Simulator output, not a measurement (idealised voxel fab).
The following process module bears the name voxel gate over fins.
The width of the displayed cross-section, cut, is 165 nm; its cells are square, with a size of 5 nm.
Each cross-section below is a grid of square cells, stated as bands in top-down order, with one or more rows of cells making up each band.
Heads up on the band format: heights come first, top then bottom, in nm. After that it's the materials left to right, each with its width in nm. A single material flagged "edge to edge" fills the whole band edge to edge, and "blank" means there's empty space there.
Height 0 is the level under which the wafer as received is all one material. The lowest band goes on downwards, as in "0 and below".
The width entry "30 to 40" should be interpreted row by row: the top row of cells in the band takes the first number, the bottom row takes the second number, and the change between adjacent rows is uniform throughout.
For the purposes of this document, the phrase "remains unaltered" attached to a step denotes that no cell within the cross-section was modified by that step.
Entry "Sealed internal cavities". Content: empty spaces with no open connection to the top, size 8 cells or greater. Each: width x height at distance. Distance: from left edge. Unit: nm.
Post-settings text on a step line: simulator's own remark regarding the step.
The "overlay nm" setting may appear on a step's line; for a step that uses a mask, it gives how far to the right of its planned position the mask lay, and a negative value indicates the left.
# So here's the lineup of process steps we planned
1. RECEIVE,material Si
2. CONFORMAL_DEP,material SiN,thk nm 5
3. DIRECTIONAL_DEP,material aC,thk nm 15
4. PATTERN,tone cover,mask id FINS,material resist,width nm 15,pitch nm 40,thk nm 35,overlay nm 0
5. DIRECTIONAL_ETCH,etch materials aC,depth nm 15
6. STRIP,etch materials resist
7. DIRECTIONAL_ETCH,etch materials SiN,depth nm 5
8. DIRECTIONAL_ETCH,etch materials Si,depth nm 35
9. STRIP,etch materials aC
10. FILL_DEP,material SiO2,thk nm 5
11. CMP,height nm 5
12. SELECTIVE_ETCH,etch materials SiO2,depth nm 15
13. STRIP,etch materials SiN
14. CONFORMAL_DEP,material HfO2,thk nm 5
15. CONFORMAL_DEP,material TiN,thk nm 5
16. FILL_DEP,material W,thk nm 15
17. CMP,height nm 20
18. CONFORMAL_DEP,material SiN,thk nm 10
# Incoming wafer, cross-sectional view, post step 1
    0 and below | Si edge to edge
    Sealed internal cavities: none
# Look at the cross-section after the module: the wafer started out the way shown above and the plan was the one shown above, yet one mistake was made along the way
    30 down to 20 | SiN edge to edge
    20 down to 10 | W edge to edge
    10 down to 5 | 5 nm W | 35 nm HfO2 | 5 nm W | 35 nm HfO2 | 5 nm W | 35 nm HfO2 | 5 nm W | 35 nm HfO2 | 5 nm W
    5 down to 0 | 5 nm W | 5 nm HfO2 | 25 nm TiN | 5 nm HfO2 | 5 nm W | 5 nm HfO2 | 25 nm TiN | 5 nm HfO2 | 5 nm W | 5 nm HfO2 | 25 nm TiN | 5 nm HfO2 | 5 nm W | 5 nm HfO2 | 25 nm TiN | 5 nm HfO2 | 5 nm W
    0 down to -5 | 10 nm HfO2 | 5 nm TiN | 15 nm Si | 5 nm TiN | 15 nm HfO2 | 5 nm TiN | 15 nm Si | 5 nm TiN | 15 nm HfO2 | 5 nm TiN | 15 nm Si | 5 nm TiN | 15 nm HfO2 | 5 nm TiN | 15 nm Si | 5 nm TiN | 10 nm HfO2
    -5 down to -10 | 15 nm TiN | 15 nm Si | 25 nm TiN | 15 nm Si | 25 nm TiN | 15 nm Si | 25 nm TiN | 15 nm Si | 15 nm TiN
    -10 down to -35 | 15 nm SiO2 | 15 nm Si | 25 nm SiO2 | 15 nm Si | 25 nm SiO2 | 15 nm Si | 25 nm SiO2 | 15 nm Si | 15 nm SiO2
    -35 and below | Si edge to edge
    Sealed internal cavities: none
Deviation noted in wafer processing: steps 14 and 15 got flipped, so each one ran where the other should have
